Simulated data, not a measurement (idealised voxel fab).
The following is a process module called voxel released beams.
Cross-sectional view cut (width: 220 nm; square cell size: 5 nm).
A cross-section is a grid of square cells, given in bands from the top down. A band is one or more rows of cells.
First you get the band's top height and its bottom height, in nm, and then the materials it's made of, left to right, with each width in nm. If you see a single material with "everywhere", that one covers the band edge to edge. "air" is empty space.
The reference from which all heights are counted is 0, the level beneath which the as-received wafer is entirely one material; the lowest band, having no lower bound, proceeds downward and is written after the example "0 and below".
Width "30->40": first value at the band's top row of cells, second value at its bottom row, equal change from row to row.
For the purposes of this document, the phrase "identical to before" attached to a step denotes that no cell within the cross-section was modified by that step.
"Tabulated closed voids" contains a list of empty spaces, each no smaller than 8 cells and without an open way to the top, written in the form width x height at distance with the distance from the left edge and all three in nm.
The remark found on a step's line after its settings is issued by the simulator itself and pertains to that step.
overlay nm: where the mask lay relative to plan, measured to the right, on steps with a mask; negatives go left.
Here's what the planned process steps look like:
1,RECEIVE (material Si)
2,CONFORMAL_DEP (material Al2O3; thk nm 10)
3,DIRECTIONAL_DEP (material SiO2; thk nm 10)
4,PATTERN (tone open; mask id ANCHOR; material resist; width nm 35; thk nm 15; overlay nm 0)
5,DIRECTIONAL_ETCH (etch materials SiO2; depth nm 10)
6,STRIP (etch materials resist)
7,CONFORMAL_DEP (material polySi; thk nm 15)
8,DIRECTIONAL_DEP (material aC; thk nm 15)
9,PATTERN (tone cover; mask id BEAM; material resist; width nm 85; thk nm 30; overlay nm 0)
10,DIRECTIONAL_ETCH (etch materials aC; depth nm 15)
11,STRIP (etch materials resist)
12,DIRECTIONAL_ETCH (etch materials polySi; depth nm 15)
13,STRIP (etch materials aC)
14,STRIP (etch materials SiO2)
Wafer at receipt (post step 1), cross-section:
> 0 and below = Si everywhere
> Tabulated closed voids: none
This is how the wafer looks in cross-section once the module is done, given the starting state and plan above and one mistake in carrying the plan out:
> 35 down to 25 = air 65 nm; polySi 55 nm; air 100 nm
> 25 down to 20 = air 65 nm; polySi 85 nm; air 70 nm
> 20 down to 10 = air 55 nm; polySi 15 nm; SiO2 35 nm; polySi 45 nm; air 70 nm
> 10 down to 0 = Al2O3 everywhere
> 0 and below = Si everywhere
> Tabulated closed voids: none
What was done differently from what was planned? step 4 ran as: PATTERN (tone cover; mask id ANCHOR; material resist; width nm 35; thk nm 15; overlay nm 0)
